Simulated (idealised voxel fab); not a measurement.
This section sets out a process module, namely voxel gate over fins.
It is cross-section cut that appears here, measuring 205 nm in width, its square cells being 5 nm in size.
A cross-section is written here as square cells arranged in a grid, and it is given in bands from the top down, each band taking up one or more rows of cells.
In this notation a band is specified by the heights of its top and bottom, in that order and in nm, after which its materials appear from left to right, each paired with its width in nm. The word "all across" attached to a single material means that material fills the band from edge to edge; the word "air" stands for empty space.
Beneath 0, the wafer as received is one material, and that level is where height counting begins. The lowest band goes on downward without a bottom; it is written like "0 and below".
Read "30->40" as a graded width: first number on top, second number at the bottom, same change between each pair of neighbouring rows.
It should be understood that the words "nothing got changed", when stated for a given step, signify that the cross-section underwent no change in any of its cells during that step.
Voids not open to the top, 8 cells minimum: see "Sealed cavities". Written width x height at distance; distance is from the left edge; nm.
Past the settings on a step's line: simulator remark, on that step.
Among the settings permitted on a step's line is "overlay nm"; applied to a step with a mask, it specifies the extent to which the mask lay to the right of its planned position, whereas a negative figure signifies a position to the left.
Plan:
1. RECEIVE, material Si
2. CONFORMAL_DEP, material SiN, thk nm 10
3. MASKED_ETCH, tone cover, mask id FINS, width nm 15, pitch nm 40, etch materials SiN, depth nm 10, overlay nm 0
4. MASKED_ETCH, tone cover, mask id FINS, width nm 15, pitch nm 40, etch materials Si, depth nm 40, overlay nm 0
5. FILL_DEP, material SiO2, thk nm 5
6. CMP, height nm 10
7. SELECTIVE_ETCH, etch materials SiO2, depth nm 20
8. STRIP, etch materials SiN
9. CONFORMAL_DEP, material HfO2, thk nm 5
10. CONFORMAL_DEP, material TiN, thk nm 5
11. CONFORMAL_DEP, material TiAl, thk nm 5
12. CONFORMAL_DEP, material TiN, thk nm 5
13. FILL_DEP, material W, thk nm 15
14. CMP, height nm 30
15. CONFORMAL_DEP, material SiN, thk nm 10
Cross-section: wafer on arrival = after step 1:
* 0 and below | Si all across
* Sealed cavities: none
The module was run from the start shown above using the plan shown above, but one mistake was made doing it; the resulting wafer cross-section is below:
* 40 down to 30 | SiN all across
* 30 down to 20 | W all across
* 20 down to 15 | W=55 | TiN=95 | W=55
* 15 down to 10 | W=55 | TiN=5 | TiAl=85 | TiN=5 | W=55
* 10 down to 5 | W=55 | TiN=5 | TiAl=5 | TiN=35 | TiAl=5 | TiN=35 | TiAl=5 | TiN=5 | W=55
* 5 down to 0 | W=55 | TiN=5 | TiAl=5 | TiN=5 | HfO2=25 | TiN=5 | TiAl=5 | TiN=5 | HfO2=25 | TiN=5 | TiAl=5 | TiN=5 | W=55
* 0 down to -10 | W=55 | TiN=5 | TiAl=5 | TiN=5 | HfO2=5 | Si=15 | HfO2=5 | TiN=5 | TiAl=5 | TiN=5 | HfO2=5 | Si=15 | HfO2=5 | TiN=5 | TiAl=5 | TiN=5 | W=55
* -10 down to -15 | TiN=60 | TiAl=5 | TiN=5 | HfO2=5 | Si=15 | HfO2=5 | TiN=5 | TiAl=5 | TiN=5 | HfO2=5 | Si=15 | HfO2=5 | TiN=5 | TiAl=5 | TiN=60
* -15 down to -20 | TiAl=65 | TiN=5 | HfO2=5 | Si=15 | HfO2=5 | TiN=5 | TiAl=5 | TiN=5 | HfO2=5 | Si=15 | HfO2=5 | TiN=5 | TiAl=65
* -20 down to -25 | TiN=70 | HfO2=5 | Si=15 | HfO2=5 | TiN=15 | HfO2=5 | Si=15 | HfO2=5 | TiN=70
* -25 down to -30 | HfO2=75 | Si=15 | HfO2=25 | Si=15 | HfO2=75
* -30 down to -40 | SiO2=75 | Si=15 | SiO2=25 | Si=15 | SiO2=75
* -40 and below | Si all across
* Sealed cavities: none
Run error: twice over, step 7 of the plan was run
